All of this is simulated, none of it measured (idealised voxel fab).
process module | voxel spacer lines
cross-section cut | 210 nm wide | cells 5 nm
A cross-section is a grid of square cells, given in bands from the top down. A band is one or more rows of cells.
Each band's line starts with the height of the band's top and of its bottom, in nm. Then come its materials from left to right, each with its width in nm. One material with "throughout" fills the band from edge to edge. "air" is empty space.
Height 0 is the level under which the wafer as received is all one material. The lowest band goes on downwards, as in "0 down".
A width such as "30 to 40" changes by the same amount from each row of cells to the next, from the band's top row to its bottom row.
"no change" after a step means that no cell of the cross-section changed.
closed voids: empty space of 8 cells or more with no open way to the top, each as width x height at its distance from the left edge, in nm
after a step's settings: what the simulator itself notes on the step
overlay nm, on a step with a mask: how far to the right of its planned place the mask lay; to the left if negative
plan
1 op RECEIVE | material Si
2 op CONFORMAL_DEP | material Al2O3 | thk nm 10
3 op DIRECTIONAL_DEP | material W | thk nm 15
4 op DIRECTIONAL_DEP | material aC | thk nm 30
5 op PATTERN | tone cover | mask id MANDREL | material resist | width nm 20 | pitch nm 70 | thk nm 35 | overlay nm 0
6 op DIRECTIONAL_ETCH | etch materials aC | depth nm 30
7 op STRIP | etch materials resist
8 op CONFORMAL_DEP | material SiO2 | thk nm 15
9 op DIRECTIONAL_ETCH | etch materials SiO2 | depth nm 15
10 op STRIP | etch materials aC
11 op DIRECTIONAL_ETCH | etch materials W | depth nm 15
12 op STRIP | etch materials SiO2
13 op FILL_DEP | material lowk | thk nm 10
14 op CMP | height nm 25
as received, after step 1
  0 down: Si throughout
  closed voids: none
a wafer at the end: this start, this plan, one mistake
  15 to 10: lowk 45 | W 15 | lowk 20 | W 15 | lowk 20 | W 15 | lowk 20 | W 15 | lowk 45
  10 to 0: Al2O3 throughout
  0 down: Si throughout
  closed voids: none
what went wrong: step 14 ran as: op CMP | height nm 15
